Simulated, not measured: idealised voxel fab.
voxel spacer lines: a process module
cross-section cut | 300 nm wide | cells 5 nm
Cross-section layout: square cells on a grid; listed as bands, top to bottom; a band spans one or more cell rows.
Band: top and bottom heights (nm) first, top before bottom; then materials from left to right, widths in nm. "everywhere" marks a sole material filling the band edge to edge. "blank" denotes empty space.
It should be noted that heights are counted from 0, beneath which the wafer as supplied is of one material throughout, and that the lowest band possesses no lower boundary but continues downward, as written in "0 -> down".
Graded width ("30..40"): value in top row of band = first number; value in bottom row = second number; row-to-row change constant.
No cell of the cross-section changed in a step that is given as "all unchanged".
"Closed void listing" enumerates empty spaces isolated from the top, with no open way to it, that contain at least 8 cells, giving each as width x height at distance from the left edge, all three in nm.
Heads up: the bit after the settings on a step's line is the simulator's remark on that step.
You can add "overlay nm" to a step's line. For a step with a mask, it describes how far the mask lay to the right of its planned position, and a negative number describes a lay to the left.

## Intended process steps
1) RECEIVE [material Si]
2) CONFORMAL_DEP [material SiO2] [thk nm 10]
3) DIRECTIONAL_DEP [material polySi] [thk nm 15]
4) DIRECTIONAL_DEP [material aC] [thk nm 25]
5) PATTERN [tone cover] [mask id MANDREL] [material resist] [width nm 15] [pitch nm 50] [thk nm 30] [overlay nm 0]
6) DIRECTIONAL_ETCH [etch materials aC] [depth nm 25]
7) STRIP [etch materials resist]
8) CONFORMAL_DEP [material SiN] [thk nm 10]
9) DIRECTIONAL_ETCH [etch materials SiN] [depth nm 10]
10) STRIP [etch materials aC]
11) DIRECTIONAL_ETCH [etch materials polySi] [depth nm 15]
12) STRIP [etch materials SiN]
13) FILL_DEP [material lowk] [thk nm 5]
14) CMP [height nm 25]

## The following pertains to the first of two wafers, which was processed as planned

## Cross-section of the wafer as it came to us, i.e., already through step 1
0 -> down | Si everywhere
Closed void listing: none

## State of the wafer after step 2, shown in cross-section
10 -> 0 | SiO2 everywhere
Everything under 0 stays put, no change at all.

## State of the wafer after step 3, shown in cross-section
25 -> 10 | polySi everywhere
Everything under 10 stays put, no change at all.

## State of the wafer after step 4, shown in cross-section
50 -> 25 | aC everywhere
Everything under 25 stays put, no change at all.

## State of the wafer after step 5, shown in cross-section
80 -> 50 | blank: 115, then resist: 15, then blank: 35, then resist: 15, then blank: 120
Everything under 50 stays put, no change at all.

## State of the wafer after step 6, shown in cross-section
55 -> 50 | blank: 115, then resist: 15, then blank: 35, then resist: 15, then blank: 120
50 -> 25 | blank: 115, then aC: 15, then blank: 35, then aC: 15, then blank: 120
Everything under 25 stays put, no change at all.

## State of the wafer after step 7, shown in cross-section
50 -> 25 | blank: 115, then aC: 15, then blank: 35, then aC: 15, then blank: 120
Everything under 25 stays put, no change at all.

## State of the wafer after step 8, shown in cross-section
60 -> 50 | blank: 105, then SiN: 35, then blank: 15, then SiN: 35, then blank: 110
50 -> 35 | blank: 105, then SiN: 10, then aC: 15, then SiN: 10, then blank: 15, then SiN: 10, then aC: 15, then SiN: 10, then blank: 110
35 -> 25 | SiN: 115, then aC: 15, then SiN: 35, then aC: 15, then SiN: 120
Everything under 25 stays put, no change at all.

## State of the wafer after step 9, shown in cross-section
50 -> 25 | blank: 105, then SiN: 10, then aC: 15, then SiN: 10, then blank: 15, then SiN: 10, then aC: 15, then SiN: 10, then blank: 110
Everything under 25 stays put, no change at all.

## State of the wafer after step 10, shown in cross-section
50 -> 25 | blank: 105, then SiN: 10, then blank: 15, then SiN: 10, then blank: 15, then SiN: 10, then blank: 15, then SiN: 10, then blank: 110
Everything under 25 stays put, no change at all.

## State of the wafer after step 11, shown in cross-section
50 -> 25 | blank: 105, then SiN: 10, then blank: 15, then SiN: 10, then blank: 15, then SiN: 10, then blank: 15, then SiN: 10, then blank: 110
25 -> 10 | blank: 105, then polySi: 10, then blank: 15, then polySi: 10, then blank: 15, then polySi: 10, then blank: 15, then polySi: 10, then blank: 110
Everything under 10 stays put, no change at all.

## State of the wafer after step 12, shown in cross-section
25 -> 10 | blank: 105, then polySi: 10, then blank: 15, then polySi: 10, then blank: 15, then polySi: 10, then blank: 15, then polySi: 10, then blank: 110
Everything under 10 stays put, no change at all.

## State of the wafer after step 13, shown in cross-section
30 -> 25 | lowk everywhere
25 -> 10 | lowk: 105, then polySi: 10, then lowk: 15, then polySi: 10, then lowk: 15, then polySi: 10, then lowk: 15, then polySi: 10, then lowk: 110
Everything under 10 stays put, no change at all.

## State of the wafer after step 14, shown in cross-section
25 -> 10 | lowk: 105, then polySi: 10, then lowk: 15, then polySi: 10, then lowk: 15, then polySi: 10, then lowk: 15, then polySi: 10, then lowk: 110
Everything under 10 stays put, no change at all.

## Notes, second wafer: start = first wafer's, plan = first wafer's, execution had one mistake; history identical to first through step 4

## What the second wafer looks like in cross-section when step 5 should have wrapped up
80 -> 50 | blank: 115, then resist: 20, then blank: 30, then resist: 20, then blank: 115
Everything under 50 stays put, no change at all.

## What the second wafer looks like in cross-section when step 6 should have wrapped up
55 -> 50 | blank: 115, then resist: 20, then blank: 30, then resist: 20, then blank: 115
50 -> 25 | blank: 115, then aC: 20, then blank: 30, then aC: 20, then blank: 115
Everything under 25 stays put, no change at all.

## What the second wafer looks like in cross-section when step 7 should have wrapped up
50 -> 25 | blank: 115, then aC: 20, then blank: 30, then aC: 20, then blank: 115
Everything under 25 stays put, no change at all.

## What the second wafer looks like in cross-section when step 8 should have wrapped up
60 -> 50 | blank: 105, then SiN: 40, then blank: 10, then SiN: 40, then blank: 105
50 -> 35 | blank: 105, then SiN: 10, then aC: 20, then SiN: 10, then blank: 10, then SiN: 10, then aC: 20, then SiN: 10, then blank: 105
35 -> 25 | SiN: 115, then aC: 20, then SiN: 30, then aC: 20, then SiN: 115
Everything under 25 stays put, no change at all.

## What the second wafer looks like in cross-section when step 9 should have wrapped up
50 -> 25 | blank: 105, then SiN: 10, then aC: 20, then SiN: 10, then blank: 10, then SiN: 10, then aC: 20, then SiN: 10, then blank: 105
Everything under 25 stays put, no change at all.

## What the second wafer looks like in cross-section when step 10 should have wrapped up
50 -> 25 | blank: 105, then SiN: 10, then blank: 20, then SiN: 10, then blank: 10, then SiN: 10, then blank: 20, then SiN: 10, then blank: 105
Everything under 25 stays put, no change at all.

## What the second wafer looks like in cross-section when step 11 should have wrapped up
50 -> 25 | blank: 105, then SiN: 10, then blank: 20, then SiN: 10, then blank: 10, then SiN: 10, then blank: 20, then SiN: 10, then blank: 105
25 -> 10 | blank: 105, then polySi: 10, then blank: 20, then polySi: 10, then blank: 10, then polySi: 10, then blank: 20, then polySi: 10, then blank: 105
Everything under 10 stays put, no change at all.

## What the second wafer looks like in cross-section when step 12 should have wrapped up
25 -> 10 | blank: 105, then polySi: 10, then blank: 20, then polySi: 10, then blank: 10, then polySi: 10, then blank: 20, then polySi: 10, then blank: 105
Everything under 10 stays put, no change at all.

## What the second wafer looks like in cross-section when step 13 should have wrapped up
30 -> 25 | lowk everywhere
25 -> 10 | lowk: 105, then polySi: 10, then lowk: 20, then polySi: 10, then lowk: 10, then polySi: 10, then lowk: 20, then polySi: 10, then lowk: 105
Everything under 10 stays put, no change at all.

## What the second wafer looks like in cross-section when step 14 should have wrapped up
25 -> 10 | lowk: 105, then polySi: 10, then lowk: 20, then polySi: 10, then lowk: 10, then polySi: 10, then lowk: 20, then polySi: 10, then lowk: 105
Everything under 10 stays put, no change at all.
In executing the process, a mistake was made relative to the plan: step 5 ran with different settings than intended, the actual operation and settings being PATTERN [tone cover] [mask id MANDREL] [material resist] [width nm 20] [pitch nm 50] [thk nm 30] [overlay nm 0]
at the end the second wafer has, in cells: as many of each material as the first, in other places
